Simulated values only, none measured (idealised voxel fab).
A process module follows: voxel quadruple lines.
Cross-section cut: width 300 nm, square cells of 5 nm.
For the purposes of this document, a cross-section shall be understood as a grid of square cells, specified as bands listed in top-to-bottom order, each band consisting of one or more rows of cells. Top, bottom (nm), then materials left to right with widths (nm); lone material tagged "everywhere" fills the whole band edge to edge; "empty" = empty space. Counting heights begins at 0, where everything beneath is, in the wafer as received, one material. The lowest band has no bottom; it goes on downwards, as "0..down" shows. A width given as "30 to 40" starts at the first number in the band's top row and ends at the second number in its bottom row, shifting by an equal amount at every step from row to row. What does "remains unaltered" mean for a step? It means no cell of the cross-section changed in that step. You'll see "Completely sealed voids" listing empty spaces that have no way open to the top, as long as they're 8 cells or more; the notation is width x height at distance, where the distance is from the left edge, and all of it is in nm. Post-settings text on a step line: simulator's own remark regarding the step. overlay nm, on a step with a mask: how far to the right of its planned place the mask lay; to the left if negative.

**Here's what the planned process steps look like**
| 1 | op RECEIVE | material Si |
| 2 | op CONFORMAL_DEP | material Al2O3 | thk nm 10 |
| 3 | op DIRECTIONAL_DEP | material W | thk nm 10 |
| 4 | op DIRECTIONAL_DEP | material polySi | thk nm 20 |
| 5 | op DIRECTIONAL_DEP | material aC | thk nm 25 |
| 6 | op PATTERN | tone cover | mask id MANDREL | material resist | width nm 25 | pitch nm 80 | thk nm 35 | overlay nm 0 |
| 7 | op DIRECTIONAL_ETCH | etch materials aC | depth nm 25 |
| 8 | op STRIP | etch materials resist |
| 9 | op CONFORMAL_DEP | material SiO2 | thk nm 15 |
| 10 | op DIRECTIONAL_ETCH | etch materials SiO2 | depth nm 15 |
| 11 | op STRIP | etch materials aC |
| 12 | op DIRECTIONAL_ETCH | etch materials polySi | depth nm 20 |
| 13 | op STRIP | etch materials SiO2 |
| 14 | op CONFORMAL_DEP | material SiN | thk nm 5 |
| 15 | op DIRECTIONAL_ETCH | etch materials SiN | depth nm 5 |
| 16 | op STRIP | etch materials polySi |
| 17 | op DIRECTIONAL_ETCH | etch materials W | depth nm 10 |
| 18 | op STRIP | etch materials SiN |
| 19 | op FILL_DEP | material lowk | thk nm 10 |
| 20 | op CMP | height nm 20 |

**Cross-section of the incoming wafer, state after step 1**
* 0..down: Si everywhere
* Completely sealed voids: none

**Module complete - cross-section of the first of two wafers, run according to plan**
* 20..10: 75 lowk / 5 W / 15 lowk / 5 W / 15 lowk / 5 W / 15 lowk / 5 W / 15 lowk / 5 W / 15 lowk / 5 W / 15 lowk / 5 W / 15 lowk / 5 W / 80 lowk
* 10..0: Al2O3 everywhere
* 0..down: Si everywhere
* Completely sealed voids: none

**Wafer two, sectioned after the module: the first wafer's start, the first wafer's plan, and one mistake in how it was run**
* 20..10: 75 aC / 5 W / 15 aC / 5 W / 15 aC / 5 W / 15 aC / 5 W / 15 aC / 5 W / 15 aC / 5 W / 15 aC / 5 W / 15 aC / 5 W / 80 aC
* 10..0: Al2O3 everywhere
* 0..down: Si everywhere
* Completely sealed voids: none
Error vs. plan: step 19 ran as: op FILL_DEP | material aC | thk nm 10
At the finish, the second wafer shows more or fewer cells for some materials than the first does: +104 aC | -104 lowk
